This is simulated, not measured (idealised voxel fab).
The following is a process module called voxel wiring stack.
In the cross-section labelled cut, the width is 205 nm and each square cell is 5 nm.
Heads up, the way a cross-section reads in here is a grid of square cells, handed over as bands from the top down, with every band being one or more rows of cells.
In this notation a band is specified by the heights of its top and bottom, in that order and in nm, after which its materials appear from left to right, each paired with its width in nm. The word "everywhere" attached to a single material means that material fills the band from edge to edge; the word "empty" stands for empty space.
We count height from 0. Below that, the starting wafer is all one material. The lowest band never ends at the bottom but goes on down; see "0 nm and below" for how that is written.
You'd read "30..40" like this: the band's top row of cells is as wide as the first number, its bottom row is as wide as the second, and going down, every row changes width by the same amount as the row before did.
Take "nothing different" at face value: in the step it is given for, the cross-section changed in none of its cells.
"Sealed internal cavities" enumerates empty spaces isolated from the top, with no open way to it, that contain at least 8 cells, giving each as width x height at distance from the left edge, all three in nm.
That trailing text on a step's line, after the settings, is the simulator's own remark on the step.
"overlay nm" answers the question of how far to the right of plan the mask lay on a step that has a mask, and when it is negative the answer is to the left.
### List of planned process steps
| 1 | RECEIVE (material Si) |
| 2 | CONFORMAL_DEP (material SiO2; thk nm 10) |
| 3 | DIRECTIONAL_DEP (material TiN; thk nm 5) |
| 4 | DIRECTIONAL_DEP (material W; thk nm 20) |
| 5 | DIRECTIONAL_DEP (material aC; thk nm 15) |
| 6 | PATTERN (tone cover; mask id METAL_1; material resist; width nm 30; pitch nm 50; thk nm 35; overlay nm 0) |
| 7 | DIRECTIONAL_ETCH (etch materials aC; depth nm 15) |
| 8 | STRIP (etch materials resist) |
| 9 | DIRECTIONAL_ETCH (etch materials W; depth nm 20) |
| 10 | DIRECTIONAL_ETCH (etch materials TiN; depth nm 5) |
| 11 | STRIP (etch materials aC) |
| 12 | FILL_DEP (material lowk; thk nm 5) |
| 13 | CMP (height nm 35) |
| 14 | CONFORMAL_DEP (material SiCN; thk nm 5) |
| 15 | DIRECTIONAL_DEP (material lowk; thk nm 25) |
| 16 | MASKED_ETCH (tone open; mask id METAL_2_HOLES; width nm 15; pitch nm 50; etch materials lowk; depth nm 25; overlay nm 0) |
| 17 | MASKED_ETCH (tone open; mask id METAL_2; width nm 30; pitch nm 50; etch materials lowk; depth nm 15; overlay nm 0) |
| 18 | MASKED_ETCH (tone open; mask id METAL_2; width nm 30; pitch nm 50; etch materials SiCN; depth nm 5; overlay nm 0) |
| 19 | CONFORMAL_DEP (material TiN; thk nm 5) |
| 20 | FILL_DEP (material Cu; thk nm 5) |
| 21 | CMP (height nm 65) |
| 22 | CONFORMAL_DEP (material SiN; thk nm 5) |
### First wafer, two in total, run as planned
### Shown in cross-section is the wafer as received, that is, as it stands after step 1
> 0 nm and below = Si everywhere
> Sealed internal cavities: none
### after step 2
> 10 nm to 0 nm = SiO2 everywhere
> Nothing below the height 0 has changed.
### after step 3
> 15 nm to 10 nm = TiN everywhere
> Nothing below the height 10 has changed.
### after step 4
> 35 nm to 15 nm = W everywhere
> Nothing below the height 15 has changed.
### after step 5
> 50 nm to 35 nm = aC everywhere
> Nothing below the height 35 has changed.
### after step 6
> 85 nm to 50 nm = empty (60) / resist (30) / empty (20) / resist (30) / empty (65)
> Nothing below the height 50 has changed.
### after step 7
> 70 nm to 50 nm = empty (60) / resist (30) / empty (20) / resist (30) / empty (65)
> 50 nm to 35 nm = empty (60) / aC (30) / empty (20) / aC (30) / empty (65)
> Nothing below the height 35 has changed.
### after step 8
> 50 nm to 35 nm = empty (60) / aC (30) / empty (20) / aC (30) / empty (65)
> Nothing below the height 35 has changed.
### after step 9
> 50 nm to 35 nm = empty (60) / aC (30) / empty (20) / aC (30) / empty (65)
> 35 nm to 15 nm = empty (60) / W (30) / empty (20) / W (30) / empty (65)
> Nothing below the height 15 has changed.
### after step 10
> 50 nm to 35 nm = empty (60) / aC (30) / empty (20) / aC (30) / empty (65)
> 35 nm to 15 nm = empty (60) / W (30) / empty (20) / W (30) / empty (65)
> 15 nm to 10 nm = empty (60) / TiN (30) / empty (20) / TiN (30) / empty (65)
> Nothing below the height 10 has changed.
### after step 11
> 35 nm to 15 nm = empty (60) / W (30) / empty (20) / W (30) / empty (65)
> Nothing below the height 15 has changed.
### after step 12
> 40 nm to 35 nm = lowk everywhere
> 35 nm to 15 nm = lowk (60) / W (30) / lowk (20) / W (30) / lowk (65)
> 15 nm to 10 nm = lowk (60) / TiN (30) / lowk (20) / TiN (30) / lowk (65)
> Nothing below the height 10 has changed.
### after step 13
> 35 nm to 15 nm = lowk (60) / W (30) / lowk (20) / W (30) / lowk (65)
> Nothing below the height 15 has changed.
### after step 14
> 40 nm to 35 nm = SiCN everywhere
> Nothing below the height 35 has changed.
### after step 15
> 65 nm to 40 nm = lowk everywhere
> Nothing below the height 40 has changed.
### after step 16
> 65 nm to 40 nm = lowk (60) / empty (15) / lowk (35) / empty (15) / lowk (80)
> Nothing below the height 40 has changed.
### after step 17
> 65 nm to 50 nm = lowk (60) / empty (30) / lowk (20) / empty (30) / lowk (65)
> Nothing below the height 50 has changed.
### after step 18
> 65 nm to 50 nm = lowk (60) / empty (30) / lowk (20) / empty (30) / lowk (65)
> 50 nm to 40 nm = lowk (60) / empty (15) / lowk (35) / empty (15) / lowk (80)
> 40 nm to 35 nm = SiCN (60) / empty (15) / SiCN (35) / empty (15) / SiCN (80)
> Nothing below the height 35 has changed.
### after step 19
> 70 nm to 65 nm = TiN (65) / empty (20) / TiN (30) / empty (20) / TiN (70)
> 65 nm to 55 nm = lowk (60) / TiN (5) / empty (20) / TiN (5) / lowk (20) / TiN (5) / empty (20) / TiN (5) / lowk (65)
> 55 nm to 50 nm = lowk (60) / TiN (5) / empty (5) / TiN (20) / lowk (20) / TiN (5) / empty (5) / TiN (20) / lowk (65)
> 50 nm to 40 nm = lowk (60) / TiN (5) / empty (5) / TiN (5) / lowk (35) / TiN (5) / empty (5) / TiN (5) / lowk (80)
> 40 nm to 35 nm = SiCN (60) / TiN (15) / SiCN (35) / TiN (15) / SiCN (80)
> Nothing below the height 35 has changed.
### after step 20
> 75 nm to 70 nm = Cu everywhere
> 70 nm to 65 nm = TiN (65) / Cu (20) / TiN (30) / Cu (20) / TiN (70)
> 65 nm to 55 nm = lowk (60) / TiN (5) / Cu (20) / TiN (5) / lowk (20) / TiN (5) / Cu (20) / TiN (5) / lowk (65)
> 55 nm to 50 nm = lowk (60) / TiN (5) / Cu (5) / TiN (20) / lowk (20) / TiN (5) / Cu (5) / TiN (20) / lowk (65)
> 50 nm to 40 nm = lowk (60) / TiN (5) / Cu (5) / TiN (5) / lowk (35) / TiN (5) / Cu (5) / TiN (5) / lowk (80)
> Nothing below the height 40 has changed.
### after step 21
> 65 nm to 55 nm = lowk (60) / TiN (5) / Cu (20) / TiN (5) / lowk (20) / TiN (5) / Cu (20) / TiN (5) / lowk (65)
> Nothing below the height 55 has changed.
### after step 22
> 70 nm to 65 nm = SiN everywhere
> Nothing below the height 65 has changed.
### What follows concerns the second wafer, which started out like the first and was meant to follow the very same plan; one mistake crept in when it was run, but everything up to and including step 1 is the same as for the first wafer
### Second wafer, section view, time point: scheduled end of step 2
> 5 nm to 0 nm = TiN everywhere
> Nothing below the height 0 has changed.
### Second wafer, section view, time point: scheduled end of step 3
> 15 nm to 5 nm = SiO2 everywhere
> Nothing below the height 5 has changed.
### Second wafer, section view, time point: scheduled end of step 4
> 35 nm to 15 nm = W everywhere
> Nothing below the height 15 has changed.
### Second wafer, section view, time point: scheduled end of step 5
> 50 nm to 35 nm = aC everywhere
> Nothing below the height 35 has changed.
### Second wafer, section view, time point: scheduled end of step 6
> 85 nm to 50 nm = empty (60) / resist (30) / empty (20) / resist (30) / empty (65)
> Nothing below the height 50 has changed.
### Second wafer, section view, time point: scheduled end of step 7
> 70 nm to 50 nm = empty (60) / resist (30) / empty (20) / resist (30) / empty (65)
> 50 nm to 35 nm = empty (60) / aC (30) / empty (20) / aC (30) / empty (65)
> Nothing below the height 35 has changed.
### Second wafer, section view, time point: scheduled end of step 8
> 50 nm to 35 nm = empty (60) / aC (30) / empty (20) / aC (30) / empty (65)
> Nothing below the height 35 has changed.
### Second wafer, section view, time point: scheduled end of step 9
> 50 nm to 35 nm = empty (60) / aC (30) / empty (20) / aC (30) / empty (65)
> 35 nm to 15 nm = empty (60) / W (30) / empty (20) / W (30) / empty (65)
> Nothing below the height 15 has changed.
Second wafer, section view, time point: scheduled end of step 10: nothing different
### Second wafer, section view, time point: scheduled end of step 11
> 35 nm to 15 nm = empty (60) / W (30) / empty (20) / W (30) / empty (65)
> Nothing below the height 15 has changed.
### Second wafer, section view, time point: scheduled end of step 12
> 40 nm to 35 nm = lowk everywhere
> 35 nm to 15 nm = lowk (60) / W (30) / lowk (20) / W (30) / lowk (65)
> Nothing below the height 15 has changed.
### Second wafer, section view, time point: scheduled end of step 13
> 35 nm to 15 nm = lowk (60) / W (30) / lowk (20) / W (30) / lowk (65)
> Nothing below the height 15 has changed.
### Second wafer, section view, time point: scheduled end of step 14
> 40 nm to 35 nm = SiCN everywhere
> Nothing below the height 35 has changed.
### Second wafer, section view, time point: scheduled end of step 15
> 65 nm to 40 nm = lowk everywhere
> Nothing below the height 40 has changed.
### Second wafer, section view, time point: scheduled end of step 16
> 65 nm to 40 nm = lowk (60) / empty (15) / lowk (35) / empty (15) / lowk (80)
> Nothing below the height 40 has changed.
### Second wafer, section view, time point: scheduled end of step 17
> 65 nm to 50 nm = lowk (60) / empty (30) / lowk (20) / empty (30) / lowk (65)
> Nothing below the height 50 has changed.
### Second wafer, section view, time point: scheduled end of step 18
> 65 nm to 50 nm = lowk (60) / empty (30) / lowk (20) / empty (30) / lowk (65)
> 50 nm to 40 nm = lowk (60) / empty (15) / lowk (35) / empty (15) / lowk (80)
> 40 nm to 35 nm = SiCN (60) / empty (15) / SiCN (35) / empty (15) / SiCN (80)
> Nothing below the height 35 has changed.
### Second wafer, section view, time point: scheduled end of step 19
> 70 nm to 65 nm = TiN (65) / empty (20) / TiN (30) / empty (20) / TiN (70)
> 65 nm to 55 nm = lowk (60) / TiN (5) / empty (20) / TiN (5) / lowk (20) / TiN (5) / empty (20) / TiN (5) / lowk (65)
> 55 nm to 50 nm = lowk (60) / TiN (5) / empty (5) / TiN (20) / lowk (20) / TiN (5) / empty (5) / TiN (20) / lowk (65)
> 50 nm to 40 nm = lowk (60) / TiN (5) / empty (5) / TiN (5) / lowk (35) / TiN (5) / empty (5) / TiN (5) / lowk (80)
> 40 nm to 35 nm = SiCN (60) / TiN (15) / SiCN (35) / TiN (15) / SiCN (80)
> Nothing below the height 35 has changed.
### Second wafer, section view, time point: scheduled end of step 20
> 75 nm to 70 nm = Cu everywhere
> 70 nm to 65 nm = TiN (65) / Cu (20) / TiN (30) / Cu (20) / TiN (70)
> 65 nm to 55 nm = lowk (60) / TiN (5) / Cu (20) / TiN (5) / lowk (20) / TiN (5) / Cu (20) / TiN (5) / lowk (65)
> 55 nm to 50 nm = lowk (60) / TiN (5) / Cu (5) / TiN (20) / lowk (20) / TiN (5) / Cu (5) / TiN (20) / lowk (65)
> 50 nm to 40 nm = lowk (60) / TiN (5) / Cu (5) / TiN (5) / lowk (35) / TiN (5) / Cu (5) / TiN (5) / lowk (80)
> Nothing below the height 40 has changed.
### Second wafer, section view, time point: scheduled end of step 21
> 65 nm to 55 nm = lowk (60) / TiN (5) / Cu (20) / TiN (5) / lowk (20) / TiN (5) / Cu (20) / TiN (5) / lowk (65)
> Nothing below the height 55 has changed.
### Second wafer, section view, time point: scheduled end of step 22
> 70 nm to 65 nm = SiN everywhere
> Nothing below the height 65 has changed.
Run error: a sequencing error occurred in which plan steps 2 and 3 were transposed
Once processing is complete, comparing cell counts shows that the second wafer has more or fewer of certain materials than the first: TiN: 29 more | lowk: 29 fewer
